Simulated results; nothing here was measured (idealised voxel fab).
The document below concerns the process module designated voxel trench capacitor.
Section shown: cut. Width: 285 nm. Cell size: 5 nm, square.
Reading order for cross-sections: top band down to bottom band. Underlying form: a grid of square cells. Band size: one or more rows of cells. Heights first: top, then bottom, in nm. Then materials, left to right, each with a width in nm. "edge to edge" on a single material: fills the band edge to edge. "empty": empty space. Heights are measured from 0, the level below which the as-received wafer is all one material; the lowest band has no bottom and continues downward, written as in "from 0 down". Quick explanation for "30 to 40": the width changes in equal steps down the rows of cells, from the first number in the band's top row to the second number in its bottom row. Take "no alteration" at face value: in the step it is given for, the cross-section changed in none of its cells. "Enclosed internal voids": sealed empty spaces, 8 cells or more, no open way to top, listed width x height at distance, with distance from the left edge and width, height and distance in nm. Step line, after settings: the simulator's comment on this step. overlay nm: right-of-plan distance of the mask on a masked step; negative values mean left-of-plan.

PROCESS STEPS FORESEEN IN THE PLAN
1 RECEIVE: material Si
2 CONFORMAL_DEP: material SiN, thk nm 5
3 MASKED_ETCH: tone open, mask id TRENCH, width nm 15, pitch nm 40, etch materials SiN, depth nm 5, overlay nm 0
4 MASKED_ETCH: tone open, mask id TRENCH, width nm 25, pitch nm 40, etch materials Si, depth nm 35, overlay nm 0
5 CONFORMAL_DEP: material Al2O3, thk nm 5
6 CONFORMAL_DEP: material TiN, thk nm 5
7 FILL_DEP: material W, thk nm 10
8 CMP: height nm 5
For clarity, it should be stated that the wafers under discussion commence in an identical condition and differ with respect to the width nm of step 3, the plan indicating the value that the first wafer had.

CROSS-SECTION OF THE FIRST OF SEVERAL WAFERS AS RECEIVED (AFTER STEP 1)
from 0 down | Si edge to edge
Enclosed internal voids: none

BELOW: A ROW PER WAFER. CONTENTS AT END OF MODULE: FOR EVERY MATERIAL, CELLS GAINED SINCE RECEIPT (+) OR LOST SINCE RECEIPT (-); THEN CLOSED VOIDS
width nm 15, +68 Al2O3, -84 Si, +45 SiN, +28 TiN, Enclosed internal voids: none
width nm 20, +72 Al2O3, -112 Si, +41 SiN, +56 TiN, Enclosed internal voids: none
width nm 25, +76 Al2O3, -140 Si, +37 SiN, +60 TiN, +24 W, Enclosed internal voids: none
